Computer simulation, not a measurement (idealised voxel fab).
Proc. module: voxel lift off
Section cut is 290 nm wide and gridded with 5 nm square cells.
Cross-section, as written here: a square-cell grid given band by band from the top down, where a band holds one or more rows of cells. Read a band's entry like this: the first values are the height of its top and the height of its bottom in nm, and what follows is the sequence of materials from left to right, each with its width in nm. Note that "air" is empty space, and that a single material marked "everywhere" reaches across the band from edge to edge. It should be noted that heights are counted from 0, beneath which the wafer as supplied is of one material throughout, and that the lowest band possesses no lower boundary but continues downward, as written in "0 and below". You'd read "30->40" like this: the band's top row of cells is as wide as the first number, its bottom row is as wide as the second, and going down, every row changes width by the same amount as the row before did. The designation "nothing different", where it is given for a processing step, indicates that no cell of the cross-section was altered in the course of that step. Basically, "Closed void entries" tells you about the enclosed voids: empty spaces with no open way to the top, 8 cells or bigger, each written width x height at distance, where distance is from the left edge, all in nm. What comes after the settings on a step's line is commentary from the simulator itself on that step. If you see "overlay nm" on a step's line and that step has a mask, it's telling you how far right of where it was planned the mask ended up; a negative number means it went left instead.

Intended process steps:
1: RECEIVE (material Si)
2: CONFORMAL_DEP (material SiO2; thk nm 5)
3: PATTERN (tone open; mask id LINES; material resist; width nm 25; pitch nm 40; thk nm 25; overlay nm 0)
4: DIRECTIONAL_DEP (material Ru; thk nm 10)
5: STRIP (etch materials resist)
6: CONFORMAL_DEP (material SiCN; thk nm 10)

The following pertains to the first of two wafers, which was processed as planned:

Cross-section of the incoming wafer, state after step 1:
> 0 and below  Si everywhere
> Closed void entries: none

Cross-section: wafer state after step 2:
> 5 down to 0  SiO2 everywhere
> Whatever lies below 0 is exactly as it was before.

Cross-section: wafer state after step 3:
> 30 down to 5  resist 110 nm | air 25 nm | resist 15 nm | air 25 nm | resist 115 nm
> Whatever lies below 5 is exactly as it was before.

Cross-section: wafer state after step 4:
> 40 down to 30  Ru 110 nm | air 25 nm | Ru 15 nm | air 25 nm | Ru 115 nm
> 30 down to 15  resist 110 nm | air 25 nm | resist 15 nm | air 25 nm | resist 115 nm
> 15 down to 5  resist 110 nm | Ru 25 nm | resist 15 nm | Ru 25 nm | resist 115 nm
> Whatever lies below 5 is exactly as it was before.

Cross-section: wafer state after step 5:
> 15 down to 5  air 110 nm | Ru 25 nm | air 15 nm | Ru 25 nm | air 115 nm
> Whatever lies below 5 is exactly as it was before.

Cross-section: wafer state after step 6:
> 25 down to 15  air 100 nm | SiCN 85 nm | air 105 nm
> 15 down to 5  SiCN 110 nm | Ru 25 nm | SiCN 15 nm | Ru 25 nm | SiCN 115 nm
> Whatever lies below 5 is exactly as it was before.

Second wafer: same start and same plan as the first, one execution error; identical to the first through step 1:

Second wafer: cross-section at the scheduled end of step 2:
> 15 down to 0  SiO2 everywhere
> Whatever lies below 0 is exactly as it was before.

Second wafer: cross-section at the scheduled end of step 3:
> 40 down to 15  resist 110 nm | air 25 nm | resist 15 nm | air 25 nm | resist 115 nm
> Whatever lies below 15 is exactly as it was before.

Second wafer: cross-section at the scheduled end of step 4:
> 50 down to 40  Ru 110 nm | air 25 nm | Ru 15 nm | air 25 nm | Ru 115 nm
> 40 down to 25  resist 110 nm | air 25 nm | resist 15 nm | air 25 nm | resist 115 nm
> 25 down to 15  resist 110 nm | Ru 25 nm | resist 15 nm | Ru 25 nm | resist 115 nm
> Whatever lies below 15 is exactly as it was before.

Second wafer: cross-section at the scheduled end of step 5:
> 25 down to 15  air 110 nm | Ru 25 nm | air 15 nm | Ru 25 nm | air 115 nm
> Whatever lies below 15 is exactly as it was before.

Second wafer: cross-section at the scheduled end of step 6:
> 35 down to 25  air 100 nm | SiCN 85 nm | air 105 nm
> 25 down to 15  SiCN 110 nm | Ru 25 nm | SiCN 15 nm | Ru 25 nm | SiCN 115 nm
> Whatever lies below 15 is exactly as it was before.
Want to know what went wrong? step 2 ran as: CONFORMAL_DEP (material SiO2; thk nm 15)
Counted in cells at the end, the second wafer holds more or fewer of these materials than the first: SiO2: 116 more
